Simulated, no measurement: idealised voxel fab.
process module | voxel capacitor over wiring
cross-section cut | 290 nm wide | cells 5 nm
A cross-section is a grid of square cells, given in bands from the top down. A band is one or more rows of cells.
Each band's line starts with the height of the band's top and of its bottom, in nm. Then come its materials from left to right, each with its width in nm. One material with "throughout" fills the band from edge to edge. "air" is empty space.
Height 0 is the level under which the wafer as received is all one material. The lowest band goes on downwards, as in "0 down".
A width such as "30 to 40" changes by the same amount from each row of cells to the next, from the band's top row to its bottom row.
"no change" after a step means that no cell of the cross-section changed.
closed voids: empty space of 8 cells or more with no open way to the top, each as width x height at its distance from the left edge, in nm
after a step's settings: what the simulator itself notes on the step
overlay nm, on a step with a mask: how far to the right of its planned place the mask lay; to the left if negative
plan
1 op RECEIVE | material Si
2 op CONFORMAL_DEP | material SiO2 | thk nm 10
3 op DIRECTIONAL_DEP | material TiN | thk nm 5
4 op DIRECTIONAL_DEP | material W | thk nm 25
5 op MASKED_ETCH | tone cover | mask id METAL_1 | width nm 20 | pitch nm 90 | etch materials W | depth nm 25 | overlay nm 0
6 op MASKED_ETCH | tone cover | mask id METAL_1 | width nm 20 | pitch nm 90 | etch materials TiN | depth nm 5 | overlay nm 0
7 op FILL_DEP | material SiO2 | thk nm 10
8 op CMP | height nm 40
9 op CONFORMAL_DEP | material SiCN | thk nm 5
10 op DIRECTIONAL_DEP | material SiO2 | thk nm 20
11 op MASKED_ETCH | tone open | mask id PLUG_1 | width nm 15 | etch materials SiO2 | depth nm 20 | overlay nm 0
12 op MASKED_ETCH | tone open | mask id PLUG_1 | width nm 15 | etch materials SiCN | depth nm 5 | overlay nm 0
13 op EPI | material Ru | thk nm 10
14 op EPI | material Ru | thk nm 10
15 op EPI | material Ru | thk nm 5
16 op DIRECTIONAL_DEP | material TiN | thk nm 10
17 op DIRECTIONAL_DEP | material HfO2 | thk nm 5
18 op DIRECTIONAL_DEP | material TiN | thk nm 5
19 op MASKED_ETCH | tone cover | mask id UPPER_PLATE | width nm 75 | etch materials TiN | depth nm 5 | overlay nm 0
20 op MASKED_ETCH | tone cover | mask id UPPER_PLATE | width nm 75 | etch materials HfO2 | depth nm 5 | overlay nm 0
21 op DIRECTIONAL_DEP | material aC | thk nm 15
22 op PATTERN | tone cover | mask id LOWER_PLATE | material resist | width nm 85 | thk nm 30 | overlay nm 0
23 op DIRECTIONAL_ETCH | etch materials aC | depth nm 15
24 op STRIP | etch materials resist
25 op DIRECTIONAL_ETCH | etch materials TiN | depth nm 10
26 op STRIP | etch materials aC
27 op FILL_DEP | material SiO2 | thk nm 15
28 op CMP | height nm 95
29 op DIRECTIONAL_DEP | material aC | thk nm 15
30 op PATTERN | tone open | mask id PLUG_2 | material resist | width nm 15 | thk nm 30 | overlay nm 0
31 op DIRECTIONAL_ETCH | etch materials aC | depth nm 15
32 op STRIP | etch materials resist
33 op DIRECTIONAL_ETCH | etch materials SiO2 | depth nm 10
34 op STRIP | etch materials aC
35 op CONFORMAL_DEP | material TiN | thk nm 5
36 op FILL_DEP | material W | thk nm 5
37 op CMP | height nm 95
38 op CONFORMAL_DEP | material SiCN | thk nm 5
as received, after step 1
  0 down: Si throughout
  closed voids: none
a wafer at the end: this start, this plan, one mistake
  100 to 95: SiCN throughout
  95 to 90: SiO2 105 | TiN 5 | W 5 | TiN 5 | SiO2 170
  90 to 85: SiO2 105 | TiN 15 | SiO2 170
  85 to 80: SiO2 95 | HfO2 75 | SiO2 120
  80 to 70: SiO2 90 | TiN 85 | SiO2 115
  70 to 65: TiN throughout
  65 to 45: SiO2 95 | Ru 15 | SiO2 180
  45 to 40: SiCN 95 | Ru 15 | SiCN 180
  40 to 15: SiO2 90 | W 20 | SiO2 70 | W 20 | SiO2 90
  15 to 10: SiO2 90 | TiN 20 | SiO2 70 | TiN 20 | SiO2 90
  10 to 0: SiO2 throughout
  0 down: Si throughout
  closed voids: none
what went wrong: steps 17 and 18 were swapped
